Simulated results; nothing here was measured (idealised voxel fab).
A process module follows: voxel self aligned vias.
The cross-section on display is named cut; it measures 225 nm wide, and its cells are 5 nm squares.
Cross-section layout: square cells on a grid; listed as bands, top to bottom; a band spans one or more cell rows.
Look at the band entry: it leads with the top's height and the bottom's height in nm. Then it lists the materials left to right, with a width in nm for each. The word "full width" on a single material says that material fills the band edge to edge. The word "blank" is empty space.
Height is counted from the level 0, under which the received wafer is composed throughout of one material. The lowest of the bands is not closed at the bottom but continues downward, in the notation "0..down".
The expression "30 to 40" gives the width at the extremes of the band, the first number at its top row of cells and the second at its bottom row, with the width changing by equal amounts from each row to the next in between.
What does "nothing changed" mean for a step? It means no cell of the cross-section changed in that step.
Empty spaces counting at least 8 cells and having no open way to the top are listed in "Completely sealed voids". The notation width x height at distance is used for each, the distance being from the left edge and all three values in nm.
Past the settings on a step's line: simulator remark, on that step.
Steps that use a mask can have "overlay nm" on their line. It says how far the mask sat to the right of where it was meant to be. Negative means to the left.

Process steps - plan
1) RECEIVE [material Si]
2) CONFORMAL_DEP [material SiO2] [thk nm 15]
3) CONFORMAL_DEP [material SiCN] [thk nm 5]
4) DIRECTIONAL_DEP [material lowk] [thk nm 30]
5) PATTERN [tone open] [mask id LINES] [material resist] [width nm 25] [pitch nm 65] [thk nm 20] [overlay nm 0]
6) DIRECTIONAL_ETCH [etch materials lowk] [depth nm 30]
7) STRIP [etch materials resist]
8) CONFORMAL_DEP [material TiN] [thk nm 5]
9) FILL_DEP [material Ru] [thk nm 10]
10) CMP [height nm 50]
11) SELECTIVE_ETCH [etch materials W Ru TiN] [depth nm 10]
12) FILL_DEP [material SiN] [thk nm 10]
13) CMP [height nm 50]
14) DIRECTIONAL_DEP [material lowk] [thk nm 15]
15) MASKED_ETCH [tone open] [mask id VIAS] [width nm 35] [pitch nm 65] [etch materials lowk] [depth nm 15] [overlay nm 0]
16) MASKED_ETCH [tone open] [mask id VIAS] [width nm 35] [pitch nm 65] [etch materials SiN] [depth nm 10] [overlay nm 0]
17) CONFORMAL_DEP [material TiN] [thk nm 5]
18) FILL_DEP [material Ru] [thk nm 10]
19) CMP [height nm 65]
20) CONFORMAL_DEP [material SiCN] [thk nm 5]

first wafer, as planned

Received-state cross-section, reflecting completion of step 1
* 0..down  Si full width
* Completely sealed voids: none

Step 2 complete: cross-section through the wafer
* 15..0  SiO2 full width
* Unchanged below 0.

Step 3 complete: cross-section through the wafer
* 20..15  SiCN full width
* Unchanged below 15.

Step 4 complete: cross-section through the wafer
* 50..20  lowk full width
* Unchanged below 20.

Step 5 complete: cross-section through the wafer
* 70..50  resist: 65  blank: 25  resist: 40  blank: 25  resist: 70
* Unchanged below 50.

Step 6 complete: cross-section through the wafer
* 70..50  resist: 65  blank: 25  resist: 40  blank: 25  resist: 70
* 50..20  lowk: 65  blank: 25  lowk: 40  blank: 25  lowk: 70
* Unchanged below 20.

Step 7 complete: cross-section through the wafer
* 50..20  lowk: 65  blank: 25  lowk: 40  blank: 25  lowk: 70
* Unchanged below 20.

Step 8 complete: cross-section through the wafer
* 55..50  TiN: 70  blank: 15  TiN: 50  blank: 15  TiN: 75
* 50..25  lowk: 65  TiN: 5  blank: 15  TiN: 5  lowk: 40  TiN: 5  blank: 15  TiN: 5  lowk: 70
* 25..20  lowk: 65  TiN: 25  lowk: 40  TiN: 25  lowk: 70
* Unchanged below 20.

Step 9 complete: cross-section through the wafer
* 65..55  Ru full width
* 55..50  TiN: 70  Ru: 15  TiN: 50  Ru: 15  TiN: 75
* 50..25  lowk: 65  TiN: 5  Ru: 15  TiN: 5  lowk: 40  TiN: 5  Ru: 15  TiN: 5  lowk: 70
* Unchanged below 25.

Step 10 complete: cross-section through the wafer
* 50..25  lowk: 65  TiN: 5  Ru: 15  TiN: 5  lowk: 40  TiN: 5  Ru: 15  TiN: 5  lowk: 70
* Unchanged below 25.

Step 11 complete: cross-section through the wafer
* 50..40  lowk: 65  blank: 25  lowk: 40  blank: 25  lowk: 70
* Unchanged below 40.

Step 12 complete: cross-section through the wafer
* 60..50  SiN full width
* 50..40  lowk: 65  SiN: 25  lowk: 40  SiN: 25  lowk: 70
* Unchanged below 40.

Step 13 complete: cross-section through the wafer
* 50..40  lowk: 65  SiN: 25  lowk: 40  SiN: 25  lowk: 70
* Unchanged below 40.

Step 14 complete: cross-section through the wafer
* 65..50  lowk full width
* Unchanged below 50.

Step 15 complete: cross-section through the wafer
* 65..50  lowk: 60  blank: 35  lowk: 30  blank: 35  lowk: 65
* Unchanged below 50.

Step 16 complete: cross-section through the wafer
* 65..50  lowk: 60  blank: 35  lowk: 30  blank: 35  lowk: 65
* 50..40  lowk: 65  blank: 25  lowk: 40  blank: 25  lowk: 70
* Unchanged below 40.

Step 17 complete: cross-section through the wafer
* 70..65  TiN: 65  blank: 25  TiN: 40  blank: 25  TiN: 70
* 65..55  lowk: 60  TiN: 5  blank: 25  TiN: 5  lowk: 30  TiN: 5  blank: 25  TiN: 5  lowk: 65
* 55..45  lowk: 60 to 65  TiN: 10 to 5  blank: 15  TiN: 10 to 5  lowk: 30 to 40  TiN: 10 to 5  blank: 15  TiN: 10 to 5  lowk: 65 to 70
* 45..40  lowk: 65  TiN: 25  lowk: 40  TiN: 25  lowk: 70
* Unchanged below 40.

Step 18 complete: cross-section through the wafer
* 80..70  Ru full width
* 70..65  TiN: 65  Ru: 25  TiN: 40  Ru: 25  TiN: 70
* 65..55  lowk: 60  TiN: 5  Ru: 25  TiN: 5  lowk: 30  TiN: 5  Ru: 25  TiN: 5  lowk: 65
* 55..45  lowk: 60 to 65  TiN: 10 to 5  Ru: 15  TiN: 10 to 5  lowk: 30 to 40  TiN: 10 to 5  Ru: 15  TiN: 10 to 5  lowk: 65 to 70
* Unchanged below 45.

Step 19 complete: cross-section through the wafer
* 65..55  lowk: 60  TiN: 5  Ru: 25  TiN: 5  lowk: 30  TiN: 5  Ru: 25  TiN: 5  lowk: 65
* Unchanged below 55.

Step 20 complete: cross-section through the wafer
* 70..65  SiCN full width
* Unchanged below 65.

Wafer two. Same start, same plan, one slip in execution. Same as wafer one through step 17, inclusive

X-section, second wafer, when step 18 was due to finish
* 80..70  W full width
* 70..65  TiN: 65  W: 25  TiN: 40  W: 25  TiN: 70
* 65..55  lowk: 60  TiN: 5  W: 25  TiN: 5  lowk: 30  TiN: 5  W: 25  TiN: 5  lowk: 65
* 55..45  lowk: 60 to 65  TiN: 10 to 5  W: 15  TiN: 10 to 5  lowk: 30 to 40  TiN: 10 to 5  W: 15  TiN: 10 to 5  lowk: 65 to 70
* Unchanged below 45.

X-section, second wafer, when step 19 was due to finish
* 65..55  lowk: 60  TiN: 5  W: 25  TiN: 5  lowk: 30  TiN: 5  W: 25  TiN: 5  lowk: 65
* Unchanged below 55.

X-section, second wafer, when step 20 was due to finish
* 70..65  SiCN full width
* Unchanged below 65.
Want to know what went wrong? not per plan at step 18, really ran FILL_DEP [material W] [thk nm 10]
Once processing is complete, comparing cell counts shows that the second wafer has more or fewer of certain materials than the first: 32 fewer of Ru; 32 more of W
